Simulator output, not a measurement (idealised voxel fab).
This is a process module. Its name is voxel tone inversion.
Square cell edge 5 nm, section width 230 nm, ID cut.
For the purposes of this document, a cross-section shall be understood as a grid of square cells, specified as bands listed in top-to-bottom order, each band consisting of one or more rows of cells.
Read a band's entry like this: the first values are the height of its top and the height of its bottom in nm, and what follows is the sequence of materials from left to right, each with its width in nm. Note that "blank" is empty space, and that a single material marked "throughout" reaches across the band from edge to edge.
Height datum 0, below which the as-received substrate wafer is one material. Lowest band open at the bottom, running downward: "0..down".
Quick explanation for "30 to 40": the width changes in equal steps down the rows of cells, from the first number in the band's top row to the second number in its bottom row.
The designation "same as before", where it is given for a processing step, indicates that no cell of the cross-section was altered in the course of that step.
Closed empty spaces: empty space of 8 cells or more with no open way to the top, each as width x height at its distance from the left edge, in nm
Whatever follows a step's settings on its line is a remark the simulator itself makes about that step.
overlay nm: mask offset rightward from planned place, masked step; negative means leftward offset.

Steps in the process plan
step 1: RECEIVE with material Si
step 2: CONFORMAL_DEP with material SiN, thk nm 10
step 3: DIRECTIONAL_DEP with material polySi, thk nm 15
step 4: PATTERN with tone cover, mask id POSTS, material resist, width nm 20, pitch nm 35, thk nm 25, overlay nm 0
step 5: DIRECTIONAL_ETCH with etch materials polySi, depth nm 15
step 6: STRIP with etch materials resist
step 7: FILL_DEP with material lowk, thk nm 5
step 8: CMP with height nm 25
step 9: STRIP with etch materials polySi
step 10: CONFORMAL_DEP with material TiN, thk nm 5
step 11: FILL_DEP with material W, thk nm 5
step 12: CMP with height nm 25
step 13: CONFORMAL_DEP with material SiN, thk nm 5

Cross-section of the wafer upon arrival, representing the state reached after step 1
    0..down = Si throughout
    Closed empty spaces: none

Starting structure and process plan are as shown above, but one mistake was made in running the module; the wafer cross-section at the end of the module follows
    30..15 = SiN throughout
    15..0 = polySi throughout
    0..down = Si throughout
    Closed empty spaces: none
Deviation noted in wafer processing: so 2 and 3 got swapped relative to the plan, each ran where the other was supposed to
